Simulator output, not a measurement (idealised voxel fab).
Process module in this document: voxel ribs on slabs
Xsec cut, 300 nm wide, square cell size 5 nm.
Just so we're on the same page, the cross-sections are grids of square cells, and they're listed out in bands top to bottom, each band one or more rows deep. Quick guide to a band line: top height, bottom height (nm) up front; then every material left to right with its width in nm. Only one material and it's marked "everywhere"? Then it fills the band edge to edge. And "empty" just means empty space. It should be noted that heights are counted from 0, beneath which the wafer as supplied is of one material throughout, and that the lowest band possesses no lower boundary but continues downward, as written in "z 0 and below". You'd read "30..40" like this: the band's top row of cells is as wide as the first number, its bottom row is as wide as the second, and going down, every row changes width by the same amount as the row before did. Any step labelled "changes: none" changed none of the cells in the cross-section. "Sealed internal cavities": sealed empty spaces, 8 cells or more, no open way to top, listed width x height at distance, with distance from the left edge and width, height and distance in nm. That trailing text on a step's line, after the settings, is the simulator's own remark on the step. When a step includes a mask, the "overlay nm" setting on its line states how far to the right of its planned place that mask lay, and negative values state how far to the left.

The process steps that were planned are listed below
| 1 | RECEIVE with material Si |
| 2 | DIRECTIONAL_DEP with material SiO2, thk nm 25 |
| 3 | DIRECTIONAL_DEP with material SiN, thk nm 15 |
| 4 | PATTERN with tone cover, mask id RIB, material resist, width nm 25, thk nm 20, overlay nm 0 |
| 5 | DIRECTIONAL_ETCH with etch materials SiN, depth nm 5 |
| 6 | STRIP with etch materials resist |
| 7 | PATTERN with tone cover, mask id SLAB, material resist, width nm 85, thk nm 15, overlay nm 0 |
| 8 | DIRECTIONAL_ETCH with etch materials SiN, depth nm 10 |
| 9 | STRIP with etch materials resist |
| 10 | FILL_DEP with material SiO2, thk nm 25 |
| 11 | CMP with height nm 60 |
| 12 | DIRECTIONAL_DEP with material W, thk nm 5 |
| 13 | PATTERN with tone cover, mask id HEATER, material resist, width nm 35, thk nm 15, overlay nm 0 |
| 14 | DIRECTIONAL_ETCH with etch materials W, depth nm 5 |
| 15 | STRIP with etch materials resist |
| 16 | CONFORMAL_DEP with material SiO2, thk nm 5 |

Cross-section of the wafer at receipt, which is the condition after step 1
  z 0 and below: Si everywhere
  Sealed internal cavities: none

Below is the wafer in cross-section after the module was completed. It began from the starting point shown above and followed the plan shown above, except that one mistake was made while running it
  z 70 to 65: empty 125 nm, SiO2 45 nm, empty 130 nm
  z 65 to 60: SiO2 130 nm, W 35 nm, SiO2 135 nm
  z 60 to 50: SiO2 105 nm, SiN 85 nm, SiO2 110 nm
  z 50 to 0: SiO2 everywhere
  z 0 and below: Si everywhere
  Sealed internal cavities: none
Diagnosis: the plan's step 2 ran twice
